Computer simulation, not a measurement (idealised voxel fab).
A process module follows: voxel capacitor over wiring.
This is section cut - it's 210 nm across, gridded in 5 nm square cells.
In what follows, cross-sections appear as grids of square cells, described through bands that run from the top down, where every band is one or more rows of cells.
Each band's line starts with the height of the band's top and of its bottom, in nm. Then come its materials from left to right, each with its width in nm. One material with "everywhere" fills the band from edge to edge. "air" is empty space.
Height 0 is the level under which the wafer as received is all one material. The lowest band goes on downwards, as in "0 nm and below".
Width: "30 to 40" (first number = top row, second number = bottom row, same change from row to row of cells).
Basically "remains unaltered" means that step didn't change any cell in the cross-section.
The entry "Enclosed voids" lists the empty spaces that cover at least 8 cells and have no open path to the top. Each is written as width x height at distance, where the distance is measured from the left edge and all three values are in nm.
It should be noted that, on the line of a given step, the content following the step's settings is a remark produced by the simulator itself with respect to that step.
What "overlay nm" on a step's line means: if the step has a mask, that mask lay this far to the right of its planned place, or, when the value is negative, to the left.

-- Process steps (planned)
1: RECEIVE,material Si
2: CONFORMAL_DEP,material SiO2,thk nm 10
3: CONFORMAL_DEP,material SiCN,thk nm 5
4: DIRECTIONAL_DEP,material SiO2,thk nm 15
5: PATTERN,tone open,mask id METAL_1,material resist,width nm 30,pitch nm 95,thk nm 20,overlay nm 0
6: DIRECTIONAL_ETCH,etch materials SiO2,depth nm 15
7: DIRECTIONAL_ETCH,etch materials SiCN,depth nm 5
8: STRIP,etch materials resist
9: CONFORMAL_DEP,material TiN,thk nm 5
10: FILL_DEP,material Cu,thk nm 5
11: CMP,height nm 30
12: CONFORMAL_DEP,material SiCN,thk nm 5
13: DIRECTIONAL_DEP,material lowk,thk nm 20
14: PATTERN,tone open,mask id PLUG_1,material resist,width nm 15,thk nm 15,overlay nm 0
15: DIRECTIONAL_ETCH,etch materials lowk,depth nm 20
16: DIRECTIONAL_ETCH,etch materials SiCN,depth nm 5
17: STRIP,etch materials resist
18: EPI,material Ru,thk nm 10
19: EPI,material Ru,thk nm 10
20: EPI,material Ru,thk nm 5
21: DIRECTIONAL_DEP,material TiN,thk nm 5
22: DIRECTIONAL_DEP,material HfO2,thk nm 5
23: DIRECTIONAL_DEP,material TiN,thk nm 5
24: MASKED_ETCH,tone cover,mask id UPPER_PLATE,width nm 70,etch materials TiN,depth nm 5,overlay nm 0
25: MASKED_ETCH,tone cover,mask id UPPER_PLATE,width nm 70,etch materials HfO2,depth nm 5,overlay nm 0
26: MASKED_ETCH,tone cover,mask id LOWER_PLATE,width nm 80,etch materials TiN,depth nm 5,overlay nm 0
27: FILL_DEP,material SiO2,thk nm 15
28: CMP,height nm 80
29: DIRECTIONAL_DEP,material aC,thk nm 15
30: PATTERN,tone open,mask id PLUG_2,material resist,width nm 15,thk nm 30,overlay nm 0
31: DIRECTIONAL_ETCH,etch materials aC,depth nm 15
32: STRIP,etch materials resist
33: DIRECTIONAL_ETCH,etch materials SiO2,depth nm 10
34: STRIP,etch materials aC
35: CONFORMAL_DEP,material TiN,thk nm 5
36: FILL_DEP,material W,thk nm 5
37: CMP,height nm 80
38: CONFORMAL_DEP,material SiN,thk nm 5

-- As-received state of the wafer in cross-section, equivalent to post-step 1
  0 nm and below  Si everywhere
  Enclosed voids: none

-- Wafer at module end, in section. Began as above, planned as above, run with one mistake
  85 nm to 80 nm  SiN everywhere
  80 nm to 75 nm  SiO2 65  TiN 5  W 5  TiN 5  SiO2 130
  75 nm to 65 nm  SiO2 65 to 55  TiN 15 to 70  SiO2 130 to 85
  65 nm to 60 nm  SiO2 55  HfO2 70  SiO2 85
  60 nm to 55 nm  SiO2 50  TiN 80  SiO2 80
  55 nm to 35 nm  lowk 55  Ru 15  lowk 140
  35 nm to 30 nm  SiCN 55  Ru 15  SiCN 140
  30 nm to 25 nm  Cu everywhere
  25 nm to 20 nm  TiN 45  Cu 20  TiN 75  Cu 20  TiN 50
  20 nm to 5 nm  SiO2 40  TiN 5  Cu 20  TiN 5  SiO2 65  TiN 5  Cu 20  TiN 5  SiO2 45
  5 nm to 0 nm  SiCN 40  TiN 30  SiCN 65  TiN 30  SiCN 45
  0 nm and below  Si everywhere
  Enclosed voids: none
In executing the process, a mistake was made relative to the plan: plan step 2 was not performed, having been skipped
